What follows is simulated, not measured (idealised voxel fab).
process module | voxel gate over fins
cross-section cut | 175 nm wide | cells 5 nm
A cross-section is a grid of square cells, given in bands from the top down. A band is one or more rows of cells.
Each band's line starts with the height of the band's top and of its bottom, in nm. Then come its materials from left to right, each with its width in nm. One material with "throughout" fills the band from edge to edge. "air" is empty space.
Height 0 is the level under which the wafer as received is all one material. The lowest band goes on downwards, as in "0 down".
A width such as "30 to 40" changes by the same amount from each row of cells to the next, from the band's top row to its bottom row.
"no change" after a step means that no cell of the cross-section changed.
closed voids: empty space of 8 cells or more with no open way to the top, each as width x height at its distance from the left edge, in nm
after a step's settings: what the simulator itself notes on the step
overlay nm, on a step with a mask: how far to the right of its planned place the mask lay; to the left if negative
plan
1 op RECEIVE | material Si
2 op CONFORMAL_DEP | material SiN | thk nm 5
3 op DIRECTIONAL_DEP | material aC | thk nm 10
4 op PATTERN | tone cover | mask id FINS | material resist | width nm 15 | pitch nm 40 | thk nm 25 | overlay nm 0
5 op DIRECTIONAL_ETCH | etch materials aC | depth nm 10
6 op STRIP | etch materials resist
7 op DIRECTIONAL_ETCH | etch materials SiN | depth nm 5
8 op DIRECTIONAL_ETCH | etch materials Si | depth nm 40
9 op STRIP | etch materials aC
10 op FILL_DEP | material SiO2 | thk nm 5
11 op CMP | height nm 5
12 op SELECTIVE_ETCH | etch materials SiO2 | depth nm 20
13 op STRIP | etch materials SiN
14 op CONFORMAL_DEP | material HfO2 | thk nm 5
15 op CONFORMAL_DEP | material TiN | thk nm 5
16 op FILL_DEP | material W | thk nm 15
17 op CMP | height nm 10
18 op CONFORMAL_DEP | material SiN | thk nm 5
varied across the wafers: height nm of step 17. The plan shows the first wafer's value. All wafers start alike
first wafer as received, after step 1
  0 down: Si throughout
  closed voids: none
first wafer at the end, after step 18
  15 to 10: SiN throughout
  10 to 5: W 10 | TiN 35 | W 5 | TiN 35 | W 5 | TiN 35 | W 5 | TiN 35 | W 10
  5 to 0: W 10 | TiN 5 | HfO2 25 | TiN 5 | W 5 | TiN 5 | HfO2 25 | TiN 5 | W 5 | TiN 5 | HfO2 25 | TiN 5 | W 5 | TiN 5 | HfO2 25 | TiN 5 | W 10
  0 to -5: W 10 | TiN 5 | HfO2 5 | Si 15 | HfO2 5 | TiN 5 | W 5 | TiN 5 | HfO2 5 | Si 15 | HfO2 5 | TiN 5 | W 5 | TiN 5 | HfO2 5 | Si 15 | HfO2 5 | TiN 5 | W 5 | TiN 5 | HfO2 5 | Si 15 | HfO2 5 | TiN 5 | W 10
  -5 to -10: TiN 15 | HfO2 5 | Si 15 | HfO2 5 | TiN 15 | HfO2 5 | Si 15 | HfO2 5 | TiN 15 | HfO2 5 | Si 15 | HfO2 5 | TiN 15 | HfO2 5 | Si 15 | HfO2 5 | TiN 15
  -10 to -15: HfO2 20 | Si 15 | HfO2 25 | Si 15 | HfO2 25 | Si 15 | HfO2 25 | Si 15 | HfO2 20
  -15 to -40: SiO2 20 | Si 15 | SiO2 25 | Si 15 | SiO2 25 | Si 15 | SiO2 25 | Si 15 | SiO2 20
  -40 down: Si throughout
  closed voids: none
last wafer at the end
  30 to 25: SiN throughout
  25 to 10: W throughout
  10 to 5: W 10 | TiN 35 | W 5 | TiN 35 | W 5 | TiN 35 | W 5 | TiN 35 | W 10
  5 to 0: W 10 | TiN 5 | HfO2 25 | TiN 5 | W 5 | TiN 5 | HfO2 25 | TiN 5 | W 5 | TiN 5 | HfO2 25 | TiN 5 | W 5 | TiN 5 | HfO2 25 | TiN 5 | W 10
  0 to -5: W 10 | TiN 5 | HfO2 5 | Si 15 | HfO2 5 | TiN 5 | W 5 | TiN 5 | HfO2 5 | Si 15 | HfO2 5 | TiN 5 | W 5 | TiN 5 | HfO2 5 | Si 15 | HfO2 5 | TiN 5 | W 5 | TiN 5 | HfO2 5 | Si 15 | HfO2 5 | TiN 5 | W 10
  -5 to -10: TiN 15 | HfO2 5 | Si 15 | HfO2 5 | TiN 15 | HfO2 5 | Si 15 | HfO2 5 | TiN 15 | HfO2 5 | Si 15 | HfO2 5 | TiN 15 | HfO2 5 | Si 15 | HfO2 5 | TiN 15
  -10 to -15: HfO2 20 | Si 15 | HfO2 25 | Si 15 | HfO2 25 | Si 15 | HfO2 25 | Si 15 | HfO2 20
  -15 to -40: SiO2 20 | Si 15 | SiO2 25 | Si 15 | SiO2 25 | Si 15 | SiO2 25 | Si 15 | SiO2 20
  -40 down: Si throughout
  closed voids: none
each wafer at the end: cells of each material gained (+) or lost (-) since it was received, then its closed voids
height nm 10 | +59 HfO2 | -184 Si | +35 SiN | +115 SiO2 | +59 TiN | +21 W | closed voids: none
height nm 15 | +59 HfO2 | -184 Si | +35 SiN | +115 SiO2 | +59 TiN | +56 W | closed voids: none
height nm 20 | +59 HfO2 | -184 Si | +35 SiN | +115 SiO2 | +59 TiN | +91 W | closed voids: none
height nm 25 | +59 HfO2 | -184 Si | +35 SiN | +115 SiO2 | +59 TiN | +126 W | closed voids: none
